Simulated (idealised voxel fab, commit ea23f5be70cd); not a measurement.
A process module follows: voxel lift off.
This is section cut - it's 205 nm across, gridded in 5 nm square cells.
Notation: cross-section as square-cell grid; stated in bands, top first, going down; one or more cell rows per band.
Heights first: top, then bottom, in nm. Then materials, left to right, each with a width in nm. "all across" on a single material: fills the band edge to edge. "blank": empty space.
A quick word on heights: they are counted from 0, and under that level the wafer as it came to us is one material throughout. The lowest band is different from the rest in having no bottom; it simply continues downward, written as in "0 nm and below".
Width: "30 to 40" (first number = top row, second number = bottom row, same change from row to row of cells).
"identical to before" after a step means that no cell of the cross-section changed.
"Enclosed voids" contains a list of empty spaces, each no smaller than 8 cells and without an open way to the top, written in the form width x height at distance with the distance from the left edge and all three in nm.
On a step's line, text after the settings is the simulator commenting on that step.
overlay nm: on a step with a mask, how far right of its planned place the mask lay; negative means left.
# The process steps that were planned are listed below
- 1: RECEIVE,material Si
- 2: CONFORMAL_DEP,material Al2O3,thk nm 15
- 3: PATTERN,tone open,mask id LINES,material resist,width nm 25,pitch nm 50,thk nm 20,overlay nm -15
- 4: DIRECTIONAL_DEP,material Ru,thk nm 5
- 5: STRIP,etch materials resist
- 6: CONFORMAL_DEP,material SiN,thk nm 10
The wafers in this document start out alike and differ in the overlay nm applied at step 3; the plan shows the value used for the first wafer.
# Cross-section of the first of several received wafers, showing its state after step 1
> 0 nm and below = Si all across
> Enclosed voids: none
# Depicted here is the first of several wafers in cross-section, at module completion following the last step, step 6
> 30 nm to 25 nm = 40 nm blank; 45 nm SiN; 5 nm blank; 45 nm SiN; 70 nm blank
> 25 nm to 20 nm = SiN all across
> 20 nm to 15 nm = 50 nm SiN; 25 nm Ru; 25 nm SiN; 25 nm Ru; 80 nm SiN
> 15 nm to 0 nm = Al2O3 all across
> 0 nm and below = Si all across
> Enclosed voids: none
# Cross-section, module end, final of several wafers
> 30 nm to 25 nm = 70 nm blank; 45 nm SiN; 5 nm blank; 45 nm SiN; 40 nm blank
> 25 nm to 20 nm = SiN all across
> 20 nm to 15 nm = 80 nm SiN; 25 nm Ru; 25 nm SiN; 25 nm Ru; 50 nm SiN
> 15 nm to 0 nm = Al2O3 all across
> 0 nm and below = Si all across
> Enclosed voids: none
# Where each wafer stands at the end of the module, a row apiece: cells of each material gained (+) or lost (-) since it was received, then closed voids
overlay nm -15; +123 Al2O3; +10 Ru; +90 SiN; Enclosed voids: none
overlay nm -10; +123 Al2O3; +10 Ru; +90 SiN; Enclosed voids: none
overlay nm -5; +123 Al2O3; +10 Ru; +90 SiN; Enclosed voids: none
overlay nm 0; +123 Al2O3; +10 Ru; +90 SiN; Enclosed voids: none
overlay nm 5; +123 Al2O3; +10 Ru; +90 SiN; Enclosed voids: none
overlay nm 10; +123 Al2O3; +10 Ru; +90 SiN; Enclosed voids: none
overlay nm 15; +123 Al2O3; +10 Ru; +90 SiN; Enclosed voids: none
